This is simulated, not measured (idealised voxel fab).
process module | voxel double patterning
cross-section cut | 270 nm wide | cells 5 nm
A cross-section is a grid of square cells, given in bands from the top down. A band is one or more rows of cells.
Each band's line starts with the height of the band's top and of its bottom, in nm. Then come its materials from left to right, each with its width in nm. One material with "throughout" fills the band from edge to edge. "air" is empty space.
Height 0 is the level under which the wafer as received is all one material. The lowest band goes on downwards, as in "0 down".
A width such as "30 to 40" changes by the same amount from each row of cells to the next, from the band's top row to its bottom row.
"no change" after a step means that no cell of the cross-section changed.
closed voids: empty space of 8 cells or more with no open way to the top, each as width x height at its distance from the left edge, in nm
after a step's settings: what the simulator itself notes on the step
overlay nm, on a step with a mask: how far to the right of its planned place the mask lay; to the left if negative
plan
1 op RECEIVE | material Si
2 op CONFORMAL_DEP | material SiN | thk nm 5
3 op DIRECTIONAL_DEP | material SiO2 | thk nm 15
4 op DIRECTIONAL_DEP | material SiCN | thk nm 5
5 op PATTERN | tone open | mask id FIRST | material resist | width nm 15 | pitch nm 50 | thk nm 20 | overlay nm 0
6 op DIRECTIONAL_ETCH | etch materials SiCN | depth nm 5
7 op STRIP | etch materials resist
8 op PATTERN | tone open | mask id SECOND | material resist | width nm 15 | thk nm 20 | overlay nm 0
9 op DIRECTIONAL_ETCH | etch materials SiCN | depth nm 5
10 op STRIP | etch materials resist
11 op DIRECTIONAL_ETCH | etch materials SiO2 | depth nm 15
12 op STRIP | etch materials SiCN
varied across the wafers: thk nm of step 2. The plan shows the first wafer's value. All wafers start alike
first wafer as received, after step 1
  0 down: Si throughout
  closed voids: none
first wafer at the end, after step 12
  20 to 5: SiO2 100 | air 15 | SiO2 10 | air 15 | SiO2 10 | air 15 | SiO2 105
  5 to 0: SiN throughout
  0 down: Si throughout
  closed voids: none
last wafer at the end
  35 to 20: SiO2 100 | air 15 | SiO2 10 | air 15 | SiO2 10 | air 15 | SiO2 105
  20 to 0: SiN throughout
  0 down: Si throughout
  closed voids: none
each wafer at the end: cells of each material gained (+) or lost (-) since it was received, then its closed voids
thk nm 5 | +54 SiN | +135 SiO2 | closed voids: none
thk nm 10 | +108 SiN | +135 SiO2 | closed voids: none
thk nm 15 | +162 SiN | +135 SiO2 | closed voids: none
thk nm 20 | +216 SiN | +135 SiO2 | closed voids: none
